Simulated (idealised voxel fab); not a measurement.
Proc. module: voxel double patterning
We display cut, a cross-section 175 nm in width whose square cells are each 5 nm.
Cross-section, as written here: a square-cell grid given band by band from the top down, where a band holds one or more rows of cells.
The entry gives the band's vertical extent as a top height and a bottom height in nm, then its horizontal make-up as materials from left to right, each with a width in nm. "blank" stands for empty space; a single material marked "edge to edge" fills the band edge to edge.
The level at which height equals 0 is the one under which the wafer, as it arrives, is entirely one material. No lower edge exists for the bottom band, which continues downward and is notated as in "0 down".
Read "30 to 40" as a graded width: first number on top, second number at the bottom, same change between each pair of neighbouring rows.
The designation "identical to before", where it is given for a processing step, indicates that no cell of the cross-section was altered in the course of that step.
"Internal closed voids": sealed empty spaces, 8 cells or more, no open way to top, listed width x height at distance, with distance from the left edge and width, height and distance in nm.
Post-settings text on a step line: simulator's own remark regarding the step.
The "overlay nm" setting may appear on a step's line; for a step that uses a mask, it gives how far to the right of its planned position the mask lay, and a negative value indicates the left.
## Set out below are the planned steps of the process
| 1 | RECEIVE,material Si |
| 2 | CONFORMAL_DEP,material SiO2,thk nm 5 |
| 3 | DIRECTIONAL_DEP,material W,thk nm 10 |
| 4 | DIRECTIONAL_DEP,material SiCN,thk nm 10 |
| 5 | DIRECTIONAL_DEP,material aC,thk nm 5 |
| 6 | PATTERN,tone open,mask id FIRST,material resist,width nm 15,pitch nm 50,thk nm 30,overlay nm 0 |
| 7 | DIRECTIONAL_ETCH,etch materials aC,depth nm 10 |
| 8 | STRIP,etch materials resist |
| 9 | DIRECTIONAL_ETCH,etch materials SiCN,depth nm 10 |
| 10 | STRIP,etch materials aC |
| 11 | PATTERN,tone open,mask id SECOND,material resist,width nm 15,thk nm 20,overlay nm 0 |
| 12 | DIRECTIONAL_ETCH,etch materials SiCN,depth nm 10 |
| 13 | STRIP,etch materials resist |
| 14 | DIRECTIONAL_ETCH,etch materials W,depth nm 10 |
| 15 | STRIP,etch materials SiCN |
The plan's step 5 thk nm is the first wafer's value; the wafers differ in this setting and start identical.
## The first of several wafers, as received after step 1, seen in section
- 0 down | Si edge to edge
- Internal closed voids: none
## Gained (+) or lost (-) cells of each material since receipt, then closed voids: one row per wafer, at the end of the module
thk nm 5, +35 SiO2, +52 W, Internal closed voids: none
thk nm 10, +35 SiO2, +52 W, Internal closed voids: none
thk nm 15, +35 SiO2, +64 W, Internal closed voids: none
thk nm 20, +35 SiO2, +64 W, Internal closed voids: none
thk nm 25, +35 SiO2, +64 W, Internal closed voids: none
